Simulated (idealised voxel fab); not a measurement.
Name of the process module below: voxel spacer lines
For reference, the cross-section in this document is cut, with width 260 nm and square cells of 5 nm.
Just so we're on the same page, the cross-sections are grids of square cells, and they're listed out in bands top to bottom, each band one or more rows deep. Look at the band entry: it leads with the top's height and the bottom's height in nm. Then it lists the materials left to right, with a width in nm for each. The word "full width" on a single material says that material fills the band edge to edge. The word "blank" is empty space. Heads up on the height convention: 0 is the point under which the incoming wafer is all one material, and the lowest band has no bottom, it just keeps going down, like "0 nm and below". Note: "30 to 40" means the width goes from the first number (top row of the band) to the second number (bottom row) in equal steps per row of cells. Step marked "same as before"? Then no cell in the cross-section changed in it. "Encapsulated voids": sealed empty spaces, 8 cells or more, no open way to top, listed width x height at distance, with distance from the left edge and width, height and distance in nm. Read whatever lies past the settings on a step's line as the simulator's own remark about the step. overlay nm: where the mask lay relative to plan, measured to the right, on steps with a mask; negatives go left.
Process steps (planned):
1) RECEIVE: material Si
2) CONFORMAL_DEP: material Al2O3, thk nm 10
3) DIRECTIONAL_DEP: material SiN, thk nm 10
4) DIRECTIONAL_DEP: material aC, thk nm 25
5) PATTERN: tone cover, mask id MANDREL, material resist, width nm 25, pitch nm 70, thk nm 35, overlay nm 0
6) DIRECTIONAL_ETCH: etch materials aC, depth nm 25
7) STRIP: etch materials resist
8) CONFORMAL_DEP: material SiO2, thk nm 10
9) DIRECTIONAL_ETCH: etch materials SiO2, depth nm 10
10) STRIP: etch materials aC
11) DIRECTIONAL_ETCH: etch materials SiN, depth nm 10
12) STRIP: etch materials SiO2
Cross-section of the wafer as it came to us, i.e., already through step 1:
> 0 nm and below  Si full width
> Encapsulated voids: none
Post-module cross-section: identical start and plan to those above, one misstep in execution:
> 45 nm to 20 nm  blank 35 nm, SiN 10 nm, aC 25 nm, SiN 10 nm, blank 25 nm, SiN 10 nm, aC 25 nm, SiN 10 nm, blank 25 nm, SiN 10 nm, aC 25 nm, SiN 10 nm, blank 40 nm
> 20 nm to 10 nm  SiN full width
> 10 nm to 0 nm  Al2O3 full width
> 0 nm and below  Si full width
> Encapsulated voids: none
The mistake made against the process plan was this: step 8 changed vs plan, executed as CONFORMAL_DEP: material SiN, thk nm 10
